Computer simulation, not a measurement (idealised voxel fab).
This section sets out a process module, namely voxel double patterning.
Displayed cross-section: cut, width of 155 nm, square cells sized 5 nm.
The cross-sections in this document take the form of a grid made of square cells. They are written out as bands, in order from top to bottom. Each band consists of one or more rows of cells. Heights first: top, then bottom, in nm. Then materials, left to right, each with a width in nm. "full width" on a single material: fills the band edge to edge. "empty": empty space. We count height from 0. Below that, the starting wafer is all one material. The lowest band never ends at the bottom but goes on down; see "top 0, no bottom" for how that is written. Per-row width for "30..40": begins at first number (top row of band), ends at second number (bottom row), increment between rows held constant. For the purposes of this document, the phrase "stayed the same" attached to a step denotes that no cell within the cross-section was modified by that step. Under "Fully sealed voids" you'll find the enclosed gaps, the ones with no way out to the top, that are 8 cells or bigger; each reads width x height at distance, with distance counted from the left edge, everything in nm. Whatever follows a step's settings on its line is a remark the simulator itself makes about that step. The optional step-line setting "overlay nm" applies to steps with a mask and quantifies how far to the right of its planned location the mask lay, a negative value indicating leftward placement.

PLAN
step 1: op RECEIVE | material Si
step 2: op CONFORMAL_DEP | material SiO2 | thk nm 10
step 3: op DIRECTIONAL_DEP | material TiN | thk nm 15
step 4: op DIRECTIONAL_DEP | material SiCN | thk nm 10
step 5: op DIRECTIONAL_DEP | material aC | thk nm 15
step 6: op PATTERN | tone open | mask id FIRST | material resist | width nm 15 | pitch nm 50 | thk nm 35 | overlay nm 0
step 7: op DIRECTIONAL_ETCH | etch materials aC | depth nm 15
step 8: op STRIP | etch materials resist
step 9: op DIRECTIONAL_ETCH | etch materials SiCN | depth nm 10
step 10: op STRIP | etch materials aC
step 11: op MASKED_ETCH | tone open | mask id SECOND | width nm 15 | pitch nm 50 | etch materials SiCN | depth nm 10 | overlay nm 0
step 12: op DIRECTIONAL_ETCH | etch materials TiN | depth nm 15
step 13: op STRIP | etch materials SiCN

CROSS-SECTION: WAFER ON ARRIVAL = AFTER STEP 1
top 0, no bottom = Si full width
Fully sealed voids: none

FIRST WAFER OF TWO, SECTIONED AT END OF MODULE; RUN WENT PER PLAN
top 25, bottom 10 = 20 nm TiN  15 nm empty  10 nm TiN  15 nm empty  10 nm TiN  15 nm empty  10 nm TiN  15 nm empty  10 nm TiN  15 nm empty  20 nm TiN
top 10, bottom 0 = SiO2 full width
top 0, no bottom = Si full width
Fully sealed voids: none

MODULE END: CROSS-SECTION OF WAFER TWO OF TWO. SAME START AND PROCESS PLAN AS THE FIRST WAFER. ONE MISTAKE DURING EXECUTION
top 25, bottom 10 = 20 nm TiN  15 nm empty  10 nm TiN  20 nm empty  5 nm TiN  15 nm empty  10 nm TiN  20 nm empty  5 nm TiN  15 nm empty  20 nm TiN
top 10, bottom 0 = SiO2 full width
top 0, no bottom = Si full width
Fully sealed voids: none
It is concluded that the wafer was processed incorrectly with respect to the plan, in that not per plan at step 11, really ran op MASKED_ETCH | tone open | mask id SECOND | width nm 20 | pitch nm 50 | etch materials SiCN | depth nm 10 | overlay nm 0
Bottom line after processing is that, in cells, the second wafer is up or down on some materials versus the first: TiN -6
